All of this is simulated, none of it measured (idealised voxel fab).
Proc. module: voxel tone inversion
Cross-sectional view cut (width: 165 nm; square cell size: 5 nm).
Heads up, the way a cross-section reads in here is a grid of square cells, handed over as bands from the top down, with every band being one or more rows of cells. Band: top height; bottom height; in nm. Then, left to right: material with width in nm, for each material. "edge to edge": a single material spanning edge to edge. "blank": empty space. Heights from 0 (as-received wafer is one material below). Bottom band endless downward, as "0..down". It should be noted that a width expressed as "30 to 40" varies in equal increments from row to row of cells within the band, taking the value of the first number at the top row and that of the second number at the bottom row. The cross-section has no changed cell in any step marked "nothing different". "Voids, sealed" enumerates empty spaces isolated from the top, with no open way to it, that contain at least 8 cells, giving each as width x height at distance from the left edge, all three in nm. Heads up: the bit after the settings on a step's line is the simulator's remark on that step. The line of a step may include "overlay nm". On a step with a mask, this value is how far to the right of its planned place the mask lay. A negative value means the mask lay to the left.
# Steps planned for the process
| 1 | RECEIVE | material Si |
| 2 | CONFORMAL_DEP | material SiCN | thk nm 10 |
| 3 | DIRECTIONAL_DEP | material aC | thk nm 15 |
| 4 | PATTERN | tone cover | mask id POSTS | material resist | width nm 15 | pitch nm 40 | thk nm 25 | overlay nm 0 |
| 5 | DIRECTIONAL_ETCH | etch materials aC | depth nm 15 |
| 6 | STRIP | etch materials resist |
| 7 | FILL_DEP | material lowk | thk nm 10 |
| 8 | CMP | height nm 25 |
| 9 | STRIP | etch materials aC |
# So this is the incoming wafer in cross-section - it's already been through step 1
0..down: Si edge to edge
Voids, sealed: none
# Wafer cross-section at module end: first of two, run to plan
25..10: lowk 55, then blank 15, then lowk 25, then blank 15, then lowk 55
10..0: SiCN edge to edge
0..down: Si edge to edge
Voids, sealed: none
# Cross-section of the latter of the two wafers at module completion. It had an identical start and an identical plan to the former; in running it, one mistake was made
25..0: SiCN edge to edge
0..down: Si edge to edge
Voids, sealed: none
It is concluded that the wafer was processed incorrectly with respect to the plan, in that step 3, actual vs plan mismatch, actual run DIRECTIONAL_DEP | material SiCN | thk nm 15
End of process, cell counts, second wafer against first, materials with more or fewer: SiCN: 99 more; lowk: 81 fewer
